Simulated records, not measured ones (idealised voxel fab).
You're looking at the process module voxel plated lines.
Each square cell in cross-section cut measures 5 nm, and the section as a whole is 175 nm wide.
Cross-sections here: square-cell grids, written as top-down lists of bands, a band being one or more rows of cells.
What a band's entry tells you: where the top is and where the bottom is, as heights in nm, and after that what lies inside, material by material from left to right, each with its width in nm. Empty space is written as the word "empty", and a single material marked with the word "full width" occupies the band from edge to edge.
Height reference: 0 = level under which incoming wafer is all one material. Lowest band: no bottom, runs on downward, e.g. "0 nm and below".
The width entry "30->40" should be interpreted row by row: the top row of cells in the band takes the first number, the bottom row takes the second number, and the change between adjacent rows is uniform throughout.
"no modifications" after a step means that no cell of the cross-section changed.
"Voids, fully enclosed": sealed empty spaces, 8 cells or more, no open way to top, listed width x height at distance, with distance from the left edge and width, height and distance in nm.
Anything after a step's settings on that line? It's the simulator's own note about the step.
A step line may carry the setting "overlay nm", which, for steps involving a mask, states the distance by which the mask lay to the right of its intended position; negative values denote displacement to the left.

The following list gives the planned process steps:
1. RECEIVE [material Si]
2. CONFORMAL_DEP [material SiO2] [thk nm 5]
3. DIRECTIONAL_DEP [material TiN] [thk nm 5]
4. PATTERN [tone open] [mask id LINES] [material resist] [width nm 20] [pitch nm 40] [thk nm 40] [overlay nm -15]
5. EPI [material Ru] [thk nm 5]
6. EPI [material Ru] [thk nm 5]
7. EPI [material Ru] [thk nm 10]
8. STRIP [etch materials resist]
9. DIRECTIONAL_ETCH [etch materials TiN] [depth nm 5]
10. CONFORMAL_DEP [material SiN] [thk nm 10]
Wafer-to-wafer difference: overlay nm, step 4. Common start. Plan = first wafer's value.

Incoming state of the first of several wafers in cross-section: after step 1:
> 0 nm and below | Si full width
> Voids, fully enclosed: none

Per-wafer rows below. For each material: cells gained (+) or lost (-) since the wafer was received, as of end of module. Then: closed voids:
overlay nm -15 | +48 Ru | +130 SiN | +35 SiO2 | +12 TiN | Voids, fully enclosed: none
overlay nm -10 | +48 Ru | +130 SiN | +35 SiO2 | +12 TiN | Voids, fully enclosed: none
overlay nm -5 | +48 Ru | +130 SiN | +35 SiO2 | +12 TiN | Voids, fully enclosed: none
overlay nm 0 | +48 Ru | +130 SiN | +35 SiO2 | +12 TiN | Voids, fully enclosed: none
overlay nm 5 | +48 Ru | +130 SiN | +35 SiO2 | +12 TiN | Voids, fully enclosed: none
overlay nm 10 | +48 Ru | +130 SiN | +35 SiO2 | +12 TiN | Voids, fully enclosed: none
overlay nm 15 | +48 Ru | +130 SiN | +35 SiO2 | +12 TiN | Voids, fully enclosed: none
